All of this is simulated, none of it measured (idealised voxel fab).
voxel transistor to metal: a process module
Square cells of 5 nm make up the cross-section cut, whose width is 160 nm.
Bands, listed from the top down, are how a cross-section gets written in this document; the cross-section itself is a grid of square cells, and a band is one or more rows of them.
A band entry consists of two parts. The first gives the height of the band's top and the height of its bottom, in nm. The rest lists the band's materials from left to right, each with its width in nm. A single material labelled with the word "full width" fills the band from edge to edge, and the word "air" marks empty space.
All heights in this document are referenced to 0, defined as the level beneath which the wafer, as received, consists entirely of one material. The lowest band is not bounded below; it extends indefinitely downward and is written in the form "0 and below".
When a width is written as two numbers, as in "30->40", the first number is the width in the top row of cells of the band and the second is the width in its bottom row, and the width changes by the same amount from each row to the next.
Take "left unchanged" at face value: in the step it is given for, the cross-section changed in none of its cells.
Look at "Non-vented voids" for the closed voids: empty spaces with no open path to the top, sized 8 cells or up. Each is width x height at distance, distance from the left edge, all nm.
Anything after a step's settings on that line? It's the simulator's own note about the step.
The optional step-line setting "overlay nm" applies to steps with a mask and quantifies how far to the right of its planned location the mask lay, a negative value indicating leftward placement.
Below you will find pairs of cross-sections. In each, one shows the wafer before one process step and the other after it, with the after view ending at the lowest band that changed. Under each pair is the step separating them, along with its settings. Do not assume the pairs form a chain: they can come from different runs of this module on the same starting wafer, and a pair continues from the pair above it only when its "Ex-ante state" entry says so.

Ex-ante state
	55 down to 40: 40 nm SiO2 | 25 nm air | 30 nm SiO2 | 25 nm air | 40 nm SiO2
	40 down to 25: 40 nm SiO2 | 25 nm air | 5 nm SiO2 | 20 nm SiCN | 5 nm SiO2 | 25 nm air | 40 nm SiO2
	25 down to 5: 40 nm SiO2 | 25 nm air | 5 nm SiO2 | 20 nm polySi | 5 nm SiO2 | 25 nm air | 40 nm SiO2
	5 down to -5: 50 nm SiO2 | 15 nm SiGe | 5 nm SiO2 | 20 nm polySi | 5 nm SiO2 | 15 nm SiGe | 50 nm SiO2
	-5 down to -10: 50 nm SiO2 | 15 nm SiGe | 30 nm SiO2 | 15 nm SiGe | 50 nm SiO2
	-10 down to -25: 30 nm SiO2 | 35 nm SiGe | 30 nm Si | 35 nm SiGe | 30 nm SiO2
	-25 down to -35: 30 nm SiO2 | 100 nm Si | 30 nm SiO2
	-35 and below: Si full width
	Non-vented voids: none

Section, Post-Step
	60 down to 55: 45 nm TiN | 15 nm air | 40 nm TiN | 15 nm air | 45 nm TiN
	55 down to 40: 40 nm SiO2 | 5 nm TiN | 15 nm air | 5 nm TiN | 30 nm SiO2 | 5 nm TiN | 15 nm air | 5 nm TiN | 40 nm SiO2
	40 down to 25: 40 nm SiO2 | 5 nm TiN | 15 nm air | 5 nm TiN | 5 nm SiO2 | 20 nm SiCN | 5 nm SiO2 | 5 nm TiN | 15 nm air | 5 nm TiN | 40 nm SiO2
	25 down to 10: 40 nm SiO2 | 5 nm TiN | 15 nm air | 5 nm TiN | 5 nm SiO2 | 20 nm polySi | 5 nm SiO2 | 5 nm TiN | 15 nm air | 5 nm TiN | 40 nm SiO2
	10 down to 5: 40 nm SiO2 | 25 nm TiN | 5 nm SiO2 | 20 nm polySi | 5 nm SiO2 | 25 nm TiN | 40 nm SiO2
	Rest of section, below 5: as before.
	Non-vented voids: none
Step between the pre-process and post-process cross-sections given above: op CONFORMAL_DEP | material TiN | thk nm 5

Ex-ante state: see the after view in the pair directly above.

Section, Post-Step
	65 down to 60: Ru full width
	60 down to 55: 45 nm TiN | 15 nm Ru | 40 nm TiN | 15 nm Ru | 45 nm TiN
	55 down to 40: 40 nm SiO2 | 5 nm TiN | 15 nm Ru | 5 nm TiN | 30 nm SiO2 | 5 nm TiN | 15 nm Ru | 5 nm TiN | 40 nm SiO2
	40 down to 25: 40 nm SiO2 | 5 nm TiN | 15 nm Ru | 5 nm TiN | 5 nm SiO2 | 20 nm SiCN | 5 nm SiO2 | 5 nm TiN | 15 nm Ru | 5 nm TiN | 40 nm SiO2
	25 down to 10: 40 nm SiO2 | 5 nm TiN | 15 nm Ru | 5 nm TiN | 5 nm SiO2 | 20 nm polySi | 5 nm SiO2 | 5 nm TiN | 15 nm Ru | 5 nm TiN | 40 nm SiO2
	Rest of section, below 10: as before.
	Non-vented voids: none
Step between the pre-process and post-process cross-sections given above: op FILL_DEP | material Ru | thk nm 5

Ex-ante state: see the after view in the pair directly above.

Section, Post-Step
	55 down to 40: 40 nm SiO2 | 5 nm TiN | 15 nm Ru | 5 nm TiN | 30 nm SiO2 | 5 nm TiN | 15 nm Ru | 5 nm TiN | 40 nm SiO2
	Rest of section, below 40: as before.
	Non-vented voids: none
Step between the pre-process and post-process cross-sections given above: op CMP | height nm 55

Ex-ante state: see the after view in the pair directly above.

Section, Post-Step
	60 down to 55: TiN full width
	Rest of section, below 55: as before.
	Non-vented voids: none
Step between the pre-process and post-process cross-sections given above: op DIRECTIONAL_DEP | material TiN | thk nm 5

Ex-ante state: see the after view in the pair directly above.

Section, Post-Step
	85 down to 60: W full width
	Rest of section, below 60: as before.
	Non-vented voids: none
Step between the pre-process and post-process cross-sections given above: op DIRECTIONAL_DEP | material W | thk nm 25

Ex-ante state: see the after view in the pair directly above.

Section, Post-Step
	100 down to 85: 40 nm air | 15 nm resist | 50 nm air | 15 nm resist | 40 nm air
	Rest of section, below 85: as before.
	Non-vented voids: none
Step between the pre-process and post-process cross-sections given above: op PATTERN | tone cover | mask id METAL_1 | material resist | width nm 15 | pitch nm 65 | thk nm 15 | overlay nm 0

Ex-ante state: see the after view in the pair directly above.

Section, Post-Step
	100 down to 85: 40 nm air | 15 nm resist | 50 nm air | 15 nm resist | 40 nm air
	85 down to 60: 40 nm air | 15 nm W | 50 nm air | 15 nm W | 40 nm air
	Rest of section, below 60: as before.
	Non-vented voids: none
Step between the pre-process and post-process cross-sections given above: op DIRECTIONAL_ETCH | etch materials W | depth nm 25

Ex-ante state: see the after view in the pair directly above.

Section, Post-Step
	100 down to 85: 40 nm air | 15 nm resist | 50 nm air | 15 nm resist | 40 nm air
	85 down to 60: 40 nm air | 15 nm W | 50 nm air | 15 nm W | 40 nm air
	60 down to 55: 40 nm air | 15 nm TiN | 50 nm air | 15 nm TiN | 40 nm air
	Rest of section, below 55: as before.
	Non-vented voids: none
Step between the pre-process and post-process cross-sections given above: op DIRECTIONAL_ETCH | etch materials TiN | depth nm 5

Ex-ante state: see the after view in the pair directly above.

Section, Post-Step
	85 down to 60: 40 nm air | 15 nm W | 50 nm air | 15 nm W | 40 nm air
	Rest of section, below 60: as before.
	Non-vented voids: none
Step between the pre-process and post-process cross-sections given above: op STRIP | etch materials resist

Ex-ante state: see the after view in the pair directly above.

Section, Post-Step
	90 down to 85: lowk full width
	85 down to 60: 40 nm lowk | 15 nm W | 50 nm lowk | 15 nm W | 40 nm lowk
	60 down to 55: 40 nm lowk | 15 nm TiN | 50 nm lowk | 15 nm TiN | 40 nm lowk
	Rest of section, below 55: as before.
	Non-vented voids: none
Step between the pre-process and post-process cross-sections given above: op FILL_DEP | material lowk | thk nm 5

Ex-ante state: see the after view in the pair directly above.

Section, Post-Step
	85 down to 60: 40 nm lowk | 15 nm W | 50 nm lowk | 15 nm W | 40 nm lowk
	Rest of section, below 60: as before.
	Non-vented voids: none
Step between the pre-process and post-process cross-sections given above: op CMP | height nm 85

Ex-ante state: see the after view in the pair directly above.

Section, Post-Step
	90 down to 85: SiCN full width
	Rest of section, below 85: as before.
	Non-vented voids: none
Step between the pre-process and post-process cross-sections given above: op CONFORMAL_DEP | material SiCN | thk nm 5

Ex-ante state
	55 down to 40: SiO2 full width
	40 down to 25: 55 nm SiO2 | 10 nm SiN | 5 nm SiO2 | 20 nm SiCN | 5 nm SiO2 | 10 nm SiN | 55 nm SiO2
	25 down to 5: 55 nm SiO2 | 10 nm SiN | 5 nm SiO2 | 20 nm polySi | 5 nm SiO2 | 10 nm SiN | 55 nm SiO2
	5 down to 0: 35 nm SiO2 | 20 nm SiGe | 10 nm SiN | 5 nm SiO2 | 20 nm polySi | 5 nm SiO2 | 10 nm SiN | 20 nm SiGe | 35 nm SiO2
	0 down to -5: 30 nm SiO2 | 10 nm SiN | 15 nm SiGe | 10 nm SiN | 5 nm SiO2 | 20 nm polySi | 5 nm SiO2 | 10 nm SiN | 15 nm SiGe | 10 nm SiN | 30 nm SiO2
	-5 down to -10: 40 nm SiO2 | 15 nm SiGe | 50 nm SiO2 | 15 nm SiGe | 40 nm SiO2
	-10 down to -25: 30 nm SiO2 | 10 nm Si | 15 nm SiGe | 50 nm Si | 15 nm SiGe | 10 nm Si | 30 nm SiO2
	-25 down to -35: 30 nm SiO2 | 100 nm Si | 30 nm SiO2
	-35 and below: Si full width
	Non-vented voids: none

Section, Post-Step
	70 down to 40: SiO2 full width
	Rest of section, below 40: as before.
	Non-vented voids: none
Step between the pre-process and post-process cross-sections given above: op DIRECTIONAL_DEP | material SiO2 | thk nm 15

Ex-ante state: see the after view in the pair directly above.

Section, Post-Step
	80 down to 70: aC full width
	Rest of section, below 70: as before.
	Non-vented voids: none
Step between the pre-process and post-process cross-sections given above: op DIRECTIONAL_DEP | material aC | thk nm 10

Ex-ante state: see the after view in the pair directly above.

Section, Post-Step
	110 down to 80: 40 nm resist | 25 nm air | 30 nm resist | 25 nm air | 40 nm resist
	Rest of section, below 80: as before.
	Non-vented voids: none
Step between the pre-process and post-process cross-sections given above: op PATTERN | tone open | mask id CONTACT | material resist | width nm 25 | pitch nm 55 | thk nm 30 | overlay nm 0

Ex-ante state: see the after view in the pair directly above.

Section, Post-Step
	100 down to 80: 40 nm resist | 25 nm air | 30 nm resist | 25 nm air | 40 nm resist
	80 down to 70: 40 nm aC | 25 nm air | 30 nm aC | 25 nm air | 40 nm aC
	Rest of section, below 70: as before.
	Non-vented voids: none
Step between the pre-process and post-process cross-sections given above: op DIRECTIONAL_ETCH | etch materials aC | depth nm 10

Ex-ante state: see the after view in the pair directly above.

Section, Post-Step
	80 down to 70: 40 nm aC | 25 nm air | 30 nm aC | 25 nm air | 40 nm aC
	Rest of section, below 70: as before.
	Non-vented voids: none
Step between the pre-process and post-process cross-sections given above: op STRIP | etch materials resist

Ex-ante state: see the after view in the pair directly above.

Section, Post-Step
	80 down to 70: 40 nm aC | 25 nm air | 30 nm aC | 25 nm air | 40 nm aC
	70 down to 40: 40 nm SiO2 | 25 nm air | 30 nm SiO2 | 25 nm air | 40 nm SiO2
	40 down to 25: 40 nm SiO2 | 15 nm air | 10 nm SiN | 5 nm SiO2 | 20 nm SiCN | 5 nm SiO2 | 10 nm SiN | 15 nm air | 40 nm SiO2
	25 down to 20: 40 nm SiO2 | 15 nm air | 10 nm SiN | 5 nm SiO2 | 20 nm polySi | 5 nm SiO2 | 10 nm SiN | 15 nm air | 40 nm SiO2
	Rest of section, below 20: as before.
	Non-vented voids: none
Step between the pre-process and post-process cross-sections given above: op DIRECTIONAL_ETCH | etch materials SiO2 | depth nm 50

Ex-ante state: see the after view in the pair directly above.

Section, Post-Step
	70 down to 40: 40 nm SiO2 | 25 nm air | 30 nm SiO2 | 25 nm air | 40 nm SiO2
	Rest of section, below 40: as before.
	Non-vented voids: none
Step between the pre-process and post-process cross-sections given above: op STRIP | etch materials aC

Ex-ante state: see the after view in the pair directly above.

Section, Post-Step
	75 down to 70: 45 nm TiN | 15 nm air | 40 nm TiN | 15 nm air | 45 nm TiN
	70 down to 45: 40 nm SiO2 | 5 nm TiN | 15 nm air | 5 nm TiN | 30 nm SiO2 | 5 nm TiN | 15 nm air | 5 nm TiN | 40 nm SiO2
	45 down to 40: 40 nm SiO2 | 5 nm TiN | 5 nm air | 15 nm TiN | 30 nm SiO2 | 15 nm TiN | 5 nm air | 5 nm TiN | 40 nm SiO2
	40 down to 25: 40 nm SiO2 | 5 nm TiN | 5 nm air | 5 nm TiN | 10 nm SiN | 5 nm SiO2 | 20 nm SiCN | 5 nm SiO2 | 10 nm SiN | 5 nm TiN | 5 nm air | 5 nm TiN | 40 nm SiO2
	25 down to 20: 40 nm SiO2 | 15 nm TiN | 10 nm SiN | 5 nm SiO2 | 20 nm polySi | 5 nm SiO2 | 10 nm SiN | 15 nm TiN | 40 nm SiO2
	Rest of section, below 20: as before.
	Non-vented voids: none
Step between the pre-process and post-process cross-sections given above: op CONFORMAL_DEP | material TiN | thk nm 5

Ex-ante state: see the after view in the pair directly above.

Section, Post-Step
	80 down to 75: Ru full width
	75 down to 70: 45 nm TiN | 15 nm Ru | 40 nm TiN | 15 nm Ru | 45 nm TiN
	70 down to 45: 40 nm SiO2 | 5 nm TiN | 15 nm Ru | 5 nm TiN | 30 nm SiO2 | 5 nm TiN | 15 nm Ru | 5 nm TiN | 40 nm SiO2
	45 down to 40: 40 nm SiO2 | 5 nm TiN | 5 nm Ru | 15 nm TiN | 30 nm SiO2 | 15 nm TiN | 5 nm Ru | 5 nm TiN | 40 nm SiO2
	40 down to 25: 40 nm SiO2 | 5 nm TiN | 5 nm Ru | 5 nm TiN | 10 nm SiN | 5 nm SiO2 | 20 nm SiCN | 5 nm SiO2 | 10 nm SiN | 5 nm TiN | 5 nm Ru | 5 nm TiN | 40 nm SiO2
	Rest of section, below 25: as before.
	Non-vented voids: none
Step between the pre-process and post-process cross-sections given above: op FILL_DEP | material Ru | thk nm 5

Ex-ante state: see the after view in the pair directly above.

Section, Post-Step
	55 down to 45: 40 nm SiO2 | 5 nm TiN | 15 nm Ru | 5 nm TiN | 30 nm SiO2 | 5 nm TiN | 15 nm Ru | 5 nm TiN | 40 nm SiO2
	Rest of section, below 45: as before.
	Non-vented voids: none
Step between the pre-process and post-process cross-sections given above: op CMP | height nm 55

Ex-ante state: see the after view in the pair directly above.

Section, Post-Step
	60 down to 55: TiN full width
	Rest of section, below 55: as before.
	Non-vented voids: none
Step between the pre-process and post-process cross-sections given above: op DIRECTIONAL_DEP | material TiN | thk nm 5

Ex-ante state: see the after view in the pair directly above.

Section, Post-Step
	85 down to 60: W full width
	Rest of section, below 60: as before.
	Non-vented voids: none
Step between the pre-process and post-process cross-sections given above: op DIRECTIONAL_DEP | material W | thk nm 25

Ex-ante state: see the after view in the pair directly above.

Section, Post-Step
	100 down to 85: 40 nm air | 15 nm resist | 50 nm air | 15 nm resist | 40 nm air
	Rest of section, below 85: as before.
	Non-vented voids: none
Step between the pre-process and post-process cross-sections given above: op PATTERN | tone cover | mask id METAL_1 | material resist | width nm 15 | pitch nm 65 | thk nm 15 | overlay nm 0

Ex-ante state: see the after view in the pair directly above.

Section, Post-Step
	100 down to 85: 40 nm air | 15 nm resist | 50 nm air | 15 nm resist | 40 nm air
	85 down to 60: 40 nm air | 15 nm W | 50 nm air | 15 nm W | 40 nm air
	Rest of section, below 60: as before.
	Non-vented voids: none
Step between the pre-process and post-process cross-sections given above: op DIRECTIONAL_ETCH | etch materials W | depth nm 25

Ex-ante state: see the after view in the pair directly above.

Section, Post-Step
	100 down to 85: 40 nm air | 15 nm resist | 50 nm air | 15 nm resist | 40 nm air
	85 down to 60: 40 nm air | 15 nm W | 50 nm air | 15 nm W | 40 nm air
	60 down to 55: 40 nm air | 15 nm TiN | 50 nm air | 15 nm TiN | 40 nm air
	Rest of section, below 55: as before.
	Non-vented voids: none
Step between the pre-process and post-process cross-sections given above: op DIRECTIONAL_ETCH | etch materials TiN | depth nm 5

Ex-ante state: see the after view in the pair directly above.

Section, Post-Step
	85 down to 60: 40 nm air | 15 nm W | 50 nm air | 15 nm W | 40 nm air
	Rest of section, below 60: as before.
	Non-vented voids: none
Step between the pre-process and post-process cross-sections given above: op STRIP | etch materials resist

Ex-ante state: see the after view in the pair directly above.

Section, Post-Step
	90 down to 85: lowk full width
	85 down to 60: 40 nm lowk | 15 nm W | 50 nm lowk | 15 nm W | 40 nm lowk
	60 down to 55: 40 nm lowk | 15 nm TiN | 50 nm lowk | 15 nm TiN | 40 nm lowk
	Rest of section, below 55: as before.
	Non-vented voids: none
Step between the pre-process and post-process cross-sections given above: op FILL_DEP | material lowk | thk nm 5

Ex-ante state: see the after view in the pair directly above.

Section, Post-Step
	85 down to 60: 40 nm lowk | 15 nm W | 50 nm lowk | 15 nm W | 40 nm lowk
	Rest of section, below 60: as before.
	Non-vented voids: none
Step between the pre-process and post-process cross-sections given above: op CMP | height nm 85

Ex-ante state: see the after view in the pair directly above.

Section, Post-Step
	90 down to 85: SiCN full width
	Rest of section, below 85: as before.
	Non-vented voids: none
Step between the pre-process and post-process cross-sections given above: op CONFORMAL_DEP | material SiCN | thk nm 5

Ex-ante state
	10 down to 0: 30 nm SiO2 | 100 nm SiN | 30 nm SiO2
	0 down to -5: SiO2 full width
	-5 down to -35: 30 nm SiO2 | 100 nm Si | 30 nm SiO2
	-35 and below: Si full width
	Non-vented voids: none

Section, Post-Step
	10 down to 0: 30 nm SiO2 | 100 nm air | 30 nm SiO2
	Rest of section, below 0: as before.
	Non-vented voids: none
Step between the pre-process and post-process cross-sections given above: op STRIP | etch materials SiN

Ex-ante state: see the after view in the pair directly above.

Section, Post-Step
	5 down to -5: 25 nm SiO2 | 110 nm air | 25 nm SiO2
	Rest of section, below -5: as before.
	Non-vented voids: none
Step between the pre-process and post-process cross-sections given above: op SELECTIVE_ETCH | etch materials SiO2 | depth nm 5

Ex-ante state: see the after view in the pair directly above.

Section, Post-Step
	0 down to -5: 20 nm SiO2 | 120 nm air | 20 nm SiO2
	-5 down to -10: 20 nm SiO2 | 10 nm air | 100 nm Si | 10 nm air | 20 nm SiO2
	Rest of section, below -10: as before.
	Non-vented voids: none
Step between the pre-process and post-process cross-sections given above: op SELECTIVE_ETCH | etch materials SiO2 | depth nm 5

Ex-ante state: see the after view in the pair directly above.

Section, Post-Step
	0 down to -5: 20 nm SiO2 | 120 nm air | 20 nm SiO2
	-5 down to -10: 20 nm SiO2 | 10 nm air | 100 nm SiO2 | 10 nm air | 20 nm SiO2
	-10 down to -15: 35 nm SiO2 | 90 nm Si | 35 nm SiO2
	Rest of section, below -15: as before.
	Non-vented voids: none
Step between the pre-process and post-process cross-sections given above: op OXIDIZE | depth nm 5

Ex-ante state: see the after view in the pair directly above.

Section, Post-Step
	30 down to 25: 20 nm polySi | 120 nm air | 20 nm polySi
	25 down to 20: 20 nm polySi | 10 nm air | 100 nm polySi | 10 nm air | 20 nm polySi
	20 down to 0: polySi full width
	0 down to -5: 20 nm SiO2 | 120 nm polySi | 20 nm SiO2
	-5 down to -10: 20 nm SiO2 | 10 nm polySi | 100 nm SiO2 | 10 nm polySi | 20 nm SiO2
	Rest of section, below -10: as before.
	Non-vented voids: none
Step between the pre-process and post-process cross-sections given above: op DIRECTIONAL_DEP | material polySi | thk nm 30

Ex-ante state: see the after view in the pair directly above.

Section, Post-Step
	45 down to 40: 20 nm SiCN | 120 nm air | 20 nm SiCN
	40 down to 35: 20 nm SiCN | 10 nm air | 100 nm SiCN | 10 nm air | 20 nm SiCN
	35 down to 30: SiCN full width
	30 down to 25: 20 nm polySi | 120 nm SiCN | 20 nm polySi
	25 down to 20: 20 nm polySi | 10 nm SiCN | 100 nm polySi | 10 nm SiCN | 20 nm polySi
	Rest of section, below 20: as before.
	Non-vented voids: none
Step between the pre-process and post-process cross-sections given above: op DIRECTIONAL_DEP | material SiCN | thk nm 15

Ex-ante state: see the after view in the pair directly above.

Section, Post-Step
	55 down to 50: 20 nm aC | 120 nm air | 20 nm aC
	50 down to 45: 20 nm aC | 10 nm air | 100 nm aC | 10 nm air | 20 nm aC
	45 down to 40: 20 nm SiCN | 120 nm aC | 20 nm SiCN
	40 down to 35: 20 nm SiCN | 10 nm aC | 100 nm SiCN | 10 nm aC | 20 nm SiCN
	Rest of section, below 35: as before.
	Non-vented voids: none
Step between the pre-process and post-process cross-sections given above: op DIRECTIONAL_DEP | material aC | thk nm 10

Ex-ante state: see the after view in the pair directly above.

Section, Post-Step
	85 down to 55: 70 nm air | 20 nm resist | 70 nm air
	55 down to 50: 20 nm aC | 50 nm air | 20 nm resist | 50 nm air | 20 nm aC
	Rest of section, below 50: as before.
	Non-vented voids: none
Step between the pre-process and post-process cross-sections given above: op PATTERN | tone cover | mask id GATE | material resist | width nm 20 | thk nm 30 | overlay nm 0

Ex-ante state: see the after view in the pair directly above.

Section, Post-Step
	75 down to 50: 70 nm air | 20 nm resist | 70 nm air
	50 down to 45: 70 nm air | 20 nm aC | 70 nm air
	45 down to 40: 20 nm SiCN | 50 nm air | 20 nm aC | 50 nm air | 20 nm SiCN
	40 down to 35: 20 nm SiCN | 10 nm air | 100 nm SiCN | 10 nm air | 20 nm SiCN
	Rest of section, below 35: as before.
	Non-vented voids: none
Step between the pre-process and post-process cross-sections given above: op DIRECTIONAL_ETCH | etch materials aC | depth nm 10

Ex-ante state: see the after view in the pair directly above.

Section, Post-Step
	50 down to 45: 70 nm air | 20 nm aC | 70 nm air
	Rest of section, below 45: as before.
	Non-vented voids: none
Step between the pre-process and post-process cross-sections given above: op STRIP | etch materials resist

Ex-ante state: see the after view in the pair directly above.

Section, Post-Step
	50 down to 40: 70 nm air | 20 nm aC | 70 nm air
	40 down to 30: 70 nm air | 20 nm SiCN | 70 nm air
	30 down to 25: 20 nm polySi | 50 nm air | 20 nm SiCN | 50 nm air | 20 nm polySi
	25 down to 20: 20 nm polySi | 10 nm air | 100 nm polySi | 10 nm air | 20 nm polySi
	Rest of section, below 20: as before.
	Non-vented voids: none
Step between the pre-process and post-process cross-sections given above: op DIRECTIONAL_ETCH | etch materials SiCN | depth nm 25

Ex-ante state: see the after view in the pair directly above.

Section, Post-Step
	50 down to 40: 70 nm air | 20 nm aC | 70 nm air
	40 down to 25: 70 nm air | 20 nm SiCN | 70 nm air
	25 down to 0: 70 nm air | 20 nm polySi | 70 nm air
	0 down to -5: 20 nm SiO2 | 50 nm air | 20 nm polySi | 50 nm air | 20 nm SiO2
	-5 down to -10: 20 nm SiO2 | 10 nm air | 100 nm SiO2 | 10 nm air | 20 nm SiO2
	Rest of section, below -10: as before.
	Non-vented voids: none
Step between the pre-process and post-process cross-sections given above: op DIRECTIONAL_ETCH | etch materials polySi | depth nm 40

Ex-ante state: see the after view in the pair directly above.

Section, Post-Step
	40 down to 25: 70 nm air | 20 nm SiCN | 70 nm air
	Rest of section, below 25: as before.
	Non-vented voids: none
Step between the pre-process and post-process cross-sections given above: op STRIP | etch materials aC

Ex-ante state: see the after view in the pair directly above.

Section, Post-Step
	45 down to 40: 65 nm air | 30 nm SiO2 | 65 nm air
	40 down to 25: 65 nm air | 5 nm SiO2 | 20 nm SiCN | 5 nm SiO2 | 65 nm air
	25 down to 5: 65 nm air | 5 nm SiO2 | 20 nm polySi | 5 nm SiO2 | 65 nm air
	5 down to 0: 25 nm SiO2 | 40 nm air | 5 nm SiO2 | 20 nm polySi | 5 nm SiO2 | 40 nm air | 25 nm SiO2
	0 down to -5: 70 nm SiO2 | 20 nm polySi | 70 nm SiO2
	-5 down to -10: SiO2 full width
	Rest of section, below -10: as before.
	Non-vented voids: none
Step between the pre-process and post-process cross-sections given above: op CONFORMAL_DEP | material SiO2 | thk nm 5

Ex-ante state: see the after view in the pair directly above.

Section, Post-Step
	40 down to 25: 65 nm air | 5 nm SiO2 | 20 nm SiCN | 5 nm SiO2 | 65 nm air
	25 down to 0: 65 nm air | 5 nm SiO2 | 20 nm polySi | 5 nm SiO2 | 65 nm air
	0 down to -5: 25 nm SiO2 | 40 nm air | 5 nm SiO2 | 20 nm polySi | 5 nm SiO2 | 40 nm air | 25 nm SiO2
	Rest of section, below -5: as before.
	Non-vented voids: none
Step between the pre-process and post-process cross-sections given above: op DIRECTIONAL_ETCH | etch materials SiO2 | depth nm 5

Ex-ante state: see the after view in the pair directly above.

Section, Post-Step
	50 down to 40: 55 nm air | 50 nm SiN | 55 nm air
	40 down to 25: 55 nm air | 10 nm SiN | 5 nm SiO2 | 20 nm SiCN | 5 nm SiO2 | 10 nm SiN | 55 nm air
	25 down to 10: 55 nm air | 10 nm SiN | 5 nm SiO2 | 20 nm polySi | 5 nm SiO2 | 10 nm SiN | 55 nm air
	10 down to 5: 35 nm SiN | 20 nm air | 10 nm SiN | 5 nm SiO2 | 20 nm polySi | 5 nm SiO2 | 10 nm SiN | 20 nm air | 35 nm SiN
	5 down to 0: 65 nm SiN | 5 nm SiO2 | 20 nm polySi | 5 nm SiO2 | 65 nm SiN
	0 down to -5: 25 nm SiO2 | 40 nm SiN | 5 nm SiO2 | 20 nm polySi | 5 nm SiO2 | 40 nm SiN | 25 nm SiO2
	Rest of section, below -5: as before.
	Non-vented voids: none
Step between the pre-process and post-process cross-sections given above: op CONFORMAL_DEP | material SiN | thk nm 10

Ex-ante state: see the after view in the pair directly above.

Section, Post-Step
	40 down to 25: 55 nm air | 10 nm SiN | 5 nm SiO2 | 20 nm SiCN | 5 nm SiO2 | 10 nm SiN | 55 nm air
	25 down to 0: 55 nm air | 10 nm SiN | 5 nm SiO2 | 20 nm polySi | 5 nm SiO2 | 10 nm SiN | 55 nm air
	0 down to -5: 25 nm SiO2 | 10 nm SiN | 20 nm air | 10 nm SiN | 5 nm SiO2 | 20 nm polySi | 5 nm SiO2 | 10 nm SiN | 20 nm air | 10 nm SiN | 25 nm SiO2
	Rest of section, below -5: as before.
	Non-vented voids: none
Step between the pre-process and post-process cross-sections given above: op DIRECTIONAL_ETCH | etch materials SiN | depth nm 10

Ex-ante state: see the after view in the pair directly above.

Section, Post-Step
	40 down to 35: 55 nm air | 10 nm SiN | 5 nm air | 20 nm SiCN | 5 nm air | 10 nm SiN | 55 nm air
	35 down to 25: 55 nm air | 10 nm SiN | 5 nm SiO2 | 20 nm SiCN | 5 nm SiO2 | 10 nm SiN | 55 nm air
	25 down to 0: 55 nm air | 10 nm SiN | 5 nm SiO2 | 20 nm polySi | 5 nm SiO2 | 10 nm SiN | 55 nm air
	0 down to -5: 25 nm air | 10 nm SiN | 20 nm air | 10 nm SiN | 5 nm SiO2 | 20 nm polySi | 5 nm SiO2 | 10 nm SiN | 20 nm air | 10 nm SiN | 25 nm air
	-5 down to -10: 35 nm SiO2 | 20 nm air | 50 nm SiO2 | 20 nm air | 35 nm SiO2
	Rest of section, below -10: as before.
	Non-vented voids: none
Step between the pre-process and post-process cross-sections given above: op DIRECTIONAL_ETCH | etch materials SiO2 | depth nm 5

Ex-ante state: see the after view in the pair directly above.

Section, Post-Step
	40 down to 35: 55 nm air | 10 nm SiN | 5 nm air | 20 nm SiCN | 5 nm air | 10 nm SiN | 55 nm air
	35 down to 25: 55 nm air | 10 nm SiN | 5 nm SiO2 | 20 nm SiCN | 5 nm SiO2 | 10 nm SiN | 55 nm air
	25 down to 0: 55 nm air | 10 nm SiN | 5 nm SiO2 | 20 nm polySi | 5 nm SiO2 | 10 nm SiN | 55 nm air
	0 down to -5: 25 nm air | 10 nm SiN | 20 nm air | 10 nm SiN | 5 nm SiO2 | 20 nm polySi | 5 nm SiO2 | 10 nm SiN | 20 nm air | 10 nm SiN | 25 nm air
	-5 down to -10: 35 nm SiO2 | 20 nm air | 50 nm SiO2 | 20 nm air | 35 nm SiO2
	-10 down to -15: 35 nm SiO2 | 20 nm air | 50 nm Si | 20 nm air | 35 nm SiO2
	-15 down to -25: 30 nm SiO2 | 5 nm Si | 20 nm air | 50 nm Si | 20 nm air | 5 nm Si | 30 nm SiO2
	Rest of section, below -25: as before.
	Non-vented voids: none
Step between the pre-process and post-process cross-sections given above: op DIRECTIONAL_ETCH | etch materials Si | depth nm 15

Ex-ante state: see the after view in the pair directly above.

Section, Post-Step
	40 down to 35: 55 nm air | 10 nm SiN | 5 nm air | 20 nm SiCN | 5 nm air | 10 nm SiN | 55 nm air
	35 down to 25: 55 nm air | 10 nm SiN | 5 nm SiO2 | 20 nm SiCN | 5 nm SiO2 | 10 nm SiN | 55 nm air
	25 down to 5: 55 nm air | 10 nm SiN | 5 nm SiO2 | 20 nm polySi | 5 nm SiO2 | 10 nm SiN | 55 nm air
	5 down to 0: 40 nm air | 15 nm SiGe | 10 nm SiN | 5 nm SiO2 | 20 nm polySi | 5 nm SiO2 | 10 nm SiN | 15 nm SiGe | 40 nm air
	0 down to -5: 25 nm air | 10 nm SiN | 20 nm SiGe | 10 nm SiN | 5 nm SiO2 | 20 nm polySi | 5 nm SiO2 | 10 nm SiN | 20 nm SiGe | 10 nm SiN | 25 nm air
	-5 down to -10: 35 nm SiO2 | 20 nm SiGe | 50 nm SiO2 | 20 nm SiGe | 35 nm SiO2
	-10 down to -15: 35 nm SiO2 | 20 nm SiGe | 50 nm Si | 20 nm SiGe | 35 nm SiO2
	-15 down to -25: 30 nm SiO2 | 5 nm Si | 20 nm SiGe | 50 nm Si | 20 nm SiGe | 5 nm Si | 30 nm SiO2
	Rest of section, below -25: as before.
	Non-vented voids: none
Step between the pre-process and post-process cross-sections given above: op EPI | material SiGe | thk nm 15

Ex-ante state: see the after view in the pair directly above.

Section, Post-Step
	45 down to 40: SiO2 full width
	40 down to 25: 55 nm SiO2 | 10 nm SiN | 5 nm SiO2 | 20 nm SiCN | 5 nm SiO2 | 10 nm SiN | 55 nm SiO2
	25 down to 5: 55 nm SiO2 | 10 nm SiN | 5 nm SiO2 | 20 nm polySi | 5 nm SiO2 | 10 nm SiN | 55 nm SiO2
	5 down to 0: 40 nm SiO2 | 15 nm SiGe | 10 nm SiN | 5 nm SiO2 | 20 nm polySi | 5 nm SiO2 | 10 nm SiN | 15 nm SiGe | 40 nm SiO2
	0 down to -5: 25 nm SiO2 | 10 nm SiN | 20 nm SiGe | 10 nm SiN | 5 nm SiO2 | 20 nm polySi | 5 nm SiO2 | 10 nm SiN | 20 nm SiGe | 10 nm SiN | 25 nm SiO2
	Rest of section, below -5: as before.
	Non-vented voids: none
Step between the pre-process and post-process cross-sections given above: op FILL_DEP | material SiO2 | thk nm 5

Ex-ante state: see the after view in the pair directly above.

Section, Post-Step
	40 down to 25: 55 nm SiO2 | 10 nm SiN | 5 nm SiO2 | 20 nm SiCN | 5 nm SiO2 | 10 nm SiN | 55 nm SiO2
	Rest of section, below 25: as before.
	Non-vented voids: none
Step between the pre-process and post-process cross-sections given above: op CMP | height nm 40
